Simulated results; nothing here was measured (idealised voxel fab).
The process module presented herein is designated voxel self aligned vias.
Square cell edge 5 nm, section width 245 nm, ID cut.
Notation: cross-section as square-cell grid; stated in bands, top first, going down; one or more cell rows per band. In this notation a band is specified by the heights of its top and bottom, in that order and in nm, after which its materials appear from left to right, each paired with its width in nm. The word "edge to edge" attached to a single material means that material fills the band from edge to edge; the word "empty" stands for empty space. For the purposes of this specification, 0 denotes the height below which the wafer in its as-received condition is composed wholly of one material, and the lowermost band, lacking a lower limit, extends downward without end, as expressed in "0 and below". You'd read "30..40" like this: the band's top row of cells is as wide as the first number, its bottom row is as wide as the second, and going down, every row changes width by the same amount as the row before did. "no change occurred" means the step left every cell of the cross-section as it was. The entry titled "Voids, enclosed" provides the empty spaces that have no open way to the top, restricted to those of 8 cells or more. Each is presented as width x height at distance, the distance being measured from the left edge, with all three in nm. Read whatever lies past the settings on a step's line as the simulator's own remark about the step. "overlay nm" answers the question of how far to the right of plan the mask lay on a step that has a mask, and when it is negative the answer is to the left.
Here's what the planned process steps look like
1 RECEIVE [material Si]
2 CONFORMAL_DEP [material SiO2] [thk nm 10]
3 CONFORMAL_DEP [material SiCN] [thk nm 5]
4 DIRECTIONAL_DEP [material SiO2] [thk nm 30]
5 PATTERN [tone open] [mask id LINES] [material resist] [width nm 30] [pitch nm 70] [thk nm 15] [overlay nm 0]
6 DIRECTIONAL_ETCH [etch materials SiO2] [depth nm 30]
7 STRIP [etch materials resist]
8 CONFORMAL_DEP [material TiN] [thk nm 5]
9 FILL_DEP [material Ru] [thk nm 5]
10 CMP [height nm 45]
11 SELECTIVE_ETCH [etch materials W Ru TiN] [depth nm 5]
12 FILL_DEP [material SiN] [thk nm 5]
13 CMP [height nm 45]
14 DIRECTIONAL_DEP [material SiO2] [thk nm 20]
15 DIRECTIONAL_DEP [material aC] [thk nm 15]
16 PATTERN [tone open] [mask id VIAS] [material resist] [width nm 50] [pitch nm 140] [thk nm 35] [overlay nm 0]
17 DIRECTIONAL_ETCH [etch materials aC] [depth nm 15]
18 STRIP [etch materials resist]
19 DIRECTIONAL_ETCH [etch materials SiO2] [depth nm 20]
20 DIRECTIONAL_ETCH [etch materials SiN] [depth nm 5]
21 STRIP [etch materials aC]
22 CONFORMAL_DEP [material TiN] [thk nm 5]
23 FILL_DEP [material W] [thk nm 5]
24 CMP [height nm 65]
25 CONFORMAL_DEP [material SiN] [thk nm 5]
Cross-section of the wafer at receipt, which is the condition after step 1
    0 and below | Si edge to edge
    Voids, enclosed: none
Cross-sectional image of the first of two wafers at the end of the module, the run having proceeded as planned
    70 down to 65 | SiN edge to edge
    65 down to 50 | 25 of SiO2 / 5 of TiN / 40 of W / 5 of TiN / 90 of SiO2 / 5 of TiN / 40 of W / 5 of TiN / 30 of SiO2
    50 down to 45 | 25 of SiO2 / 15 of TiN / 20 of W / 15 of TiN / 90 of SiO2 / 15 of TiN / 20 of W / 15 of TiN / 30 of SiO2
    45 down to 40 | 35 of SiO2 / 30 of TiN / 40 of SiO2 / 30 of SiN / 40 of SiO2 / 30 of TiN / 40 of SiO2
    40 down to 20 | 35 of SiO2 / 5 of TiN / 20 of Ru / 5 of TiN / 40 of SiO2 / 5 of TiN / 20 of Ru / 5 of TiN / 40 of SiO2 / 5 of TiN / 20 of Ru / 5 of TiN / 40 of SiO2
    20 down to 15 | 35 of SiO2 / 30 of TiN / 40 of SiO2 / 30 of TiN / 40 of SiO2 / 30 of TiN / 40 of SiO2
    15 down to 10 | SiCN edge to edge
    10 down to 0 | SiO2 edge to edge
    0 and below | Si edge to edge
    Voids, enclosed: none
The second wafer, shown in cross-section after the module: started the same way as the first and given the same plan, yet one mistake crept into how it was run
    70 down to 65 | SiN edge to edge
    65 down to 50 | 25 of SiO2 / 5 of TiN / 40 of W / 5 of TiN / 90 of SiO2 / 5 of TiN / 40 of W / 5 of TiN / 30 of SiO2
    50 down to 45 | 25 of SiO2 / 10 of TiN / 20 of W / 20 of TiN / 90 of SiO2 / 10 of TiN / 20 of W / 20 of TiN / 30 of SiO2
    45 down to 40 | 30 of SiO2 / 30 of TiN / 40 of SiO2 / 30 of SiN / 40 of SiO2 / 30 of TiN / 45 of SiO2
    40 down to 20 | 30 of SiO2 / 5 of TiN / 20 of Ru / 5 of TiN / 40 of SiO2 / 5 of TiN / 20 of Ru / 5 of TiN / 40 of SiO2 / 5 of TiN / 20 of Ru / 5 of TiN / 45 of SiO2
    20 down to 15 | 30 of SiO2 / 30 of TiN / 40 of SiO2 / 30 of TiN / 40 of SiO2 / 30 of TiN / 45 of SiO2
    15 down to 10 | SiCN edge to edge
    10 down to 0 | SiO2 edge to edge
    0 and below | Si edge to edge
    Voids, enclosed: none
The mistake made against the process plan was this: step 5, actual vs plan mismatch, actual run PATTERN [tone open] [mask id LINES] [material resist] [width nm 30] [pitch nm 70] [thk nm 15] [overlay nm -5]
End check, second vs first wafer: material counts in cells match, positions do not.
